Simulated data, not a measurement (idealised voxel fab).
process module | voxel wiring stack
cross-section cut | 295 nm wide | cells 5 nm
A cross-section is a grid of square cells, given in bands from the top down. A band is one or more rows of cells.
Each band's line starts with the height of the band's top and of its bottom, in nm. Then come its materials from left to right, each with its width in nm. One material with "throughout" fills the band from edge to edge. "air" is empty space.
Height 0 is the level under which the wafer as received is all one material. The lowest band goes on downwards, as in "0 down".
A width such as "30 to 40" changes by the same amount from each row of cells to the next, from the band's top row to its bottom row.
"no change" after a step means that no cell of the cross-section changed.
closed voids: empty space of 8 cells or more with no open way to the top, each as width x height at its distance from the left edge, in nm
after a step's settings: what the simulator itself notes on the step
overlay nm, on a step with a mask: how far to the right of its planned place the mask lay; to the left if negative
plan
1 op RECEIVE | material Si
2 op CONFORMAL_DEP | material SiO2 | thk nm 10
3 op DIRECTIONAL_DEP | material TiN | thk nm 5
4 op DIRECTIONAL_DEP | material Ru | thk nm 20
5 op MASKED_ETCH | tone cover | mask id METAL_1 | width nm 30 | pitch nm 50 | etch materials Ru | depth nm 20 | overlay nm 0
6 op MASKED_ETCH | tone cover | mask id METAL_1 | width nm 30 | pitch nm 50 | etch materials TiN | depth nm 5 | overlay nm 0
7 op FILL_DEP | material SiO2 | thk nm 5
8 op CMP | height nm 35
9 op CONFORMAL_DEP | material SiCN | thk nm 5
10 op DIRECTIONAL_DEP | material lowk | thk nm 25
11 op MASKED_ETCH | tone open | mask id METAL_2_HOLES | width nm 15 | pitch nm 50 | etch materials lowk | depth nm 25 | overlay nm 0
12 op MASKED_ETCH | tone open | mask id METAL_2 | width nm 30 | pitch nm 50 | etch materials lowk | depth nm 15 | overlay nm 0
13 op MASKED_ETCH | tone open | mask id METAL_2 | width nm 30 | pitch nm 50 | etch materials SiCN | depth nm 5 | overlay nm 0
14 op CONFORMAL_DEP | material TiN | thk nm 5
15 op FILL_DEP | material Ru | thk nm 5
16 op CMP | height nm 65
17 op CONFORMAL_DEP | material SiCN | thk nm 5
18 op DIRECTIONAL_DEP | material SiO2 | thk nm 10
19 op MASKED_ETCH | tone open | mask id PLUG_2 | width nm 15 | pitch nm 100 | etch materials SiO2 | depth nm 10 | overlay nm 0
20 op MASKED_ETCH | tone open | mask id PLUG_2 | width nm 15 | pitch nm 100 | etch materials SiCN | depth nm 5 | overlay nm 0
21 op EPI | material Ru | thk nm 10
22 op EPI | material Ru | thk nm 5
23 op DIRECTIONAL_DEP | material TiN | thk nm 5
24 op DIRECTIONAL_DEP | material W | thk nm 25
25 op MASKED_ETCH | tone cover | mask id METAL_3 | width nm 30 | pitch nm 50 | etch materials W | depth nm 25 | overlay nm 0
26 op MASKED_ETCH | tone cover | mask id METAL_3 | width nm 30 | pitch nm 50 | etch materials TiN | depth nm 5 | overlay nm 0
27 op CONFORMAL_DEP | material SiCN | thk nm 5
28 op FILL_DEP | material lowk | thk nm 5
29 op CMP | height nm 110
30 op CONFORMAL_DEP | material SiCN | thk nm 5
31 op DIRECTIONAL_DEP | material SiO2 | thk nm 25
32 op DIRECTIONAL_DEP | material aC | thk nm 10
33 op PATTERN | tone open | mask id METAL_4 | material resist | width nm 30 | pitch nm 50 | thk nm 25 | overlay nm 0
34 op DIRECTIONAL_ETCH | etch materials aC | depth nm 10
35 op STRIP | etch materials resist
36 op DIRECTIONAL_ETCH | etch materials SiO2 | depth nm 15
37 op STRIP | etch materials aC
38 op MASKED_ETCH | tone open | mask id METAL_4_HOLES | width nm 15 | pitch nm 50 | etch materials SiO2 | depth nm 10 | overlay nm 0
39 op MASKED_ETCH | tone open | mask id METAL_4_HOLES | width nm 15 | pitch nm 50 | etch materials SiCN | depth nm 5 | overlay nm 0
40 op CONFORMAL_DEP | material TiN | thk nm 5
41 op FILL_DEP | material Cu | thk nm 10
42 op CMP | height nm 140
43 op CONFORMAL_DEP | material SiN | thk nm 5
as received, after step 1
  0 down: Si throughout
  closed voids: none
a wafer at the end: this start, this plan, one mistake
  145 to 140: SiN throughout
  140 to 130: SiO2 55 | TiN 5 | Cu 20 | TiN 5 | SiO2 20 | TiN 5 | Cu 20 | TiN 5 | SiO2 20 | TiN 5 | Cu 20 | TiN 5 | SiO2 20 | TiN 5 | Cu 20 | TiN 5 | SiO2 60
  130 to 125: SiO2 55 | TiN 5 | Cu 5 | TiN 20 | SiO2 20 | TiN 5 | Cu 5 | TiN 20 | SiO2 20 | TiN 5 | Cu 5 | TiN 20 | SiO2 20 | TiN 5 | Cu 5 | TiN 20 | SiO2 60
  125 to 115: SiO2 55 | TiN 5 | Cu 5 | TiN 5 | SiO2 35 | TiN 5 | Cu 5 | TiN 5 | SiO2 35 | TiN 5 | Cu 5 | TiN 5 | SiO2 35 | TiN 5 | Cu 5 | TiN 5 | SiO2 75
  115 to 110: SiCN 55 | TiN 15 | SiCN 35 | TiN 15 | SiCN 35 | TiN 15 | SiCN 35 | TiN 15 | SiCN 75
  110 to 105: lowk 50 | SiCN 5 | W 25 | SiCN 5 | lowk 65 | SiCN 5 | W 25 | SiCN 5 | lowk 110
  105 to 100: lowk 50 | SiCN 5 | W 25 | SiCN 10 | lowk 10 | SiCN 40 | lowk 10 | SiCN 5 | W 25 | SiCN 10 | lowk 10 | SiCN 40 | lowk 55
  100 to 85: lowk 50 | SiCN 5 | W 30 | SiCN 5 | lowk 10 | SiCN 5 | W 30 | SiCN 5 | lowk 10 | SiCN 5 | W 30 | SiCN 5 | lowk 10 | SiCN 5 | W 30 | SiCN 5 | lowk 55
  85 to 80: lowk 40 | SiCN 15 | TiN 25 | W 5 | SiCN 5 | lowk 10 | SiCN 5 | W 30 | SiCN 20 | TiN 25 | W 5 | SiCN 5 | lowk 10 | SiCN 5 | W 30 | SiCN 5 | lowk 55
  80 to 75: lowk 40 | SiCN 5 | Ru 35 | W 5 | SiCN 5 | lowk 10 | SiCN 5 | W 30 | SiCN 10 | Ru 35 | W 5 | SiCN 5 | lowk 10 | SiCN 5 | W 30 | SiCN 5 | lowk 55
  75 to 70: SiCN 45 | Ru 35 | TiN 5 | SiCN 20 | TiN 30 | SiCN 10 | Ru 35 | TiN 5 | SiCN 20 | TiN 30 | SiCN 60
  70 to 65: SiCN 55 | Ru 15 | SiCN 85 | Ru 15 | SiCN 125
  65 to 55: lowk 55 | TiN 5 | Ru 20 | TiN 5 | lowk 20 | TiN 5 | Ru 20 | TiN 5 | lowk 20 | TiN 5 | Ru 20 | TiN 5 | lowk 20 | TiN 5 | Ru 20 | TiN 5 | lowk 60
  55 to 50: lowk 55 | TiN 5 | Ru 5 | TiN 20 | lowk 20 | TiN 5 | Ru 5 | TiN 20 | lowk 20 | TiN 5 | Ru 5 | TiN 20 | lowk 20 | TiN 5 | Ru 5 | TiN 20 | lowk 60
  50 to 40: lowk 55 | TiN 5 | Ru 5 | TiN 5 | lowk 35 | TiN 5 | Ru 5 | TiN 5 | lowk 35 | TiN 5 | Ru 5 | TiN 5 | lowk 35 | TiN 5 | Ru 5 | TiN 5 | lowk 75
  40 to 35: SiCN 55 | TiN 15 | SiCN 35 | TiN 15 | SiCN 35 | TiN 15 | SiCN 35 | TiN 15 | SiCN 75
  35 to 15: SiO2 55 | Ru 30 | SiO2 20 | Ru 30 | SiO2 20 | Ru 30 | SiO2 20 | Ru 30 | SiO2 60
  15 to 10: SiO2 55 | TiN 30 | SiO2 20 | TiN 30 | SiO2 20 | TiN 30 | SiO2 20 | TiN 30 | SiO2 60
  10 to 0: SiO2 throughout
  0 down: Si throughout
  closed voids: none
what went wrong: step 18 was left out
